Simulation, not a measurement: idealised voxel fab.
This is a process module. Its name is voxel self aligned contacts.
The width of the displayed cross-section, cut, is 260 nm; its cells are square, with a size of 5 nm.
For the purposes of this document, a cross-section shall be understood as a grid of square cells, specified as bands listed in top-to-bottom order, each band consisting of one or more rows of cells. Top, bottom (nm), then materials left to right with widths (nm); lone material tagged "full width" fills the whole band edge to edge; "blank" = empty space. Height is counted from the level 0, under which the received wafer is composed throughout of one material. The lowest of the bands is not closed at the bottom but continues downward, in the notation "0 nm and below". Width spec "30 to 40" -> top row of cells at first value, bottom row at second value, equal per-row change in between. Basically "remained unchanged" means that step didn't change any cell in the cross-section. Heads up: "Fully sealed cavities" only lists the empty pockets with no open path to the top that are 8 cells or more, and it writes them as width x height at distance, distance from the left edge, in nm. Whatever follows a step's settings on its line is a remark the simulator itself makes about that step. "overlay nm" answers the question of how far to the right of plan the mask lay on a step that has a mask, and when it is negative the answer is to the left.
-- Below is the list of planned process steps
step 1: RECEIVE,material Si
step 2: CONFORMAL_DEP,material SiO2,thk nm 5
step 3: DIRECTIONAL_DEP,material polySi,thk nm 20
step 4: DIRECTIONAL_DEP,material SiN,thk nm 20
step 5: DIRECTIONAL_DEP,material aC,thk nm 10
step 6: PATTERN,tone cover,mask id GATE,material resist,width nm 30,pitch nm 70,thk nm 25,overlay nm 0
step 7: DIRECTIONAL_ETCH,etch materials aC,depth nm 10
step 8: STRIP,etch materials resist
step 9: DIRECTIONAL_ETCH,etch materials SiN,depth nm 20
step 10: DIRECTIONAL_ETCH,etch materials polySi,depth nm 20
step 11: STRIP,etch materials aC
step 12: CONFORMAL_DEP,material SiN,thk nm 10
step 13: DIRECTIONAL_ETCH,etch materials SiN,depth nm 10
step 14: FILL_DEP,material SiO2,thk nm 20
step 15: CMP,height nm 55
step 16: MASKED_ETCH,tone open,mask id CONTACT,width nm 50,pitch nm 70,etch materials SiO2,depth nm 55,overlay nm 0
step 17: CONFORMAL_DEP,material TiN,thk nm 5
step 18: FILL_DEP,material W,thk nm 5
step 19: CMP,height nm 55
step 20: CONFORMAL_DEP,material SiN,thk nm 5
-- Cross-section, incoming material, after step 1
- 0 nm and below = Si full width
- Fully sealed cavities: none
-- Cross-section taken at module completion on the first of two wafers; processed per the plan
- 60 nm to 55 nm = SiN full width
- 55 nm to 45 nm = SiO2: 70 / TiN: 5 to 20 / W: 40 to 10 / TiN: 5 to 20 / SiO2: 20 / TiN: 5 to 20 / W: 40 to 10 / TiN: 5 to 20 / SiO2: 70
- 45 nm to 25 nm = SiO2: 35 / SiN: 50 / TiN: 5 / W: 10 / TiN: 5 / SiN: 50 / TiN: 5 / W: 10 / TiN: 5 / SiN: 50 / SiO2: 35
- 25 nm to 5 nm = SiO2: 35 / SiN: 10 / polySi: 30 / SiN: 10 / TiN: 5 / W: 10 / TiN: 5 / SiN: 10 / polySi: 30 / SiN: 10 / TiN: 5 / W: 10 / TiN: 5 / SiN: 10 / polySi: 30 / SiN: 10 / SiO2: 35
- 5 nm to 0 nm = SiO2: 85 / TiN: 20 / SiO2: 50 / TiN: 20 / SiO2: 85
- 0 nm and below = Si full width
- Fully sealed cavities: none
-- Cross-sectional view of the second of two wafers upon completion of the module. This wafer shared its starting condition and process plan with the first; one error was made during its execution
- 60 nm to 55 nm = SiN full width
- 55 nm to 45 nm = aC full width
- 45 nm to 25 nm = aC: 35 / SiN: 50 / aC: 20 / SiN: 50 / aC: 20 / SiN: 50 / aC: 35
- 25 nm to 5 nm = aC: 35 / SiN: 10 / polySi: 30 / SiN: 10 / aC: 20 / SiN: 10 / polySi: 30 / SiN: 10 / aC: 20 / SiN: 10 / polySi: 30 / SiN: 10 / aC: 35
- 5 nm to 0 nm = SiO2 full width
- 0 nm and below = Si full width
- Fully sealed cavities: none
The mistake made against the process plan was this: step 14 was run on a setting that differed from the plan, and what really ran there is FILL_DEP,material aC,thk nm 20
At the finish, the second wafer shows more or fewer cells for some materials than the first does: -168 SiO2, -60 TiN, -52 W, +280 aC
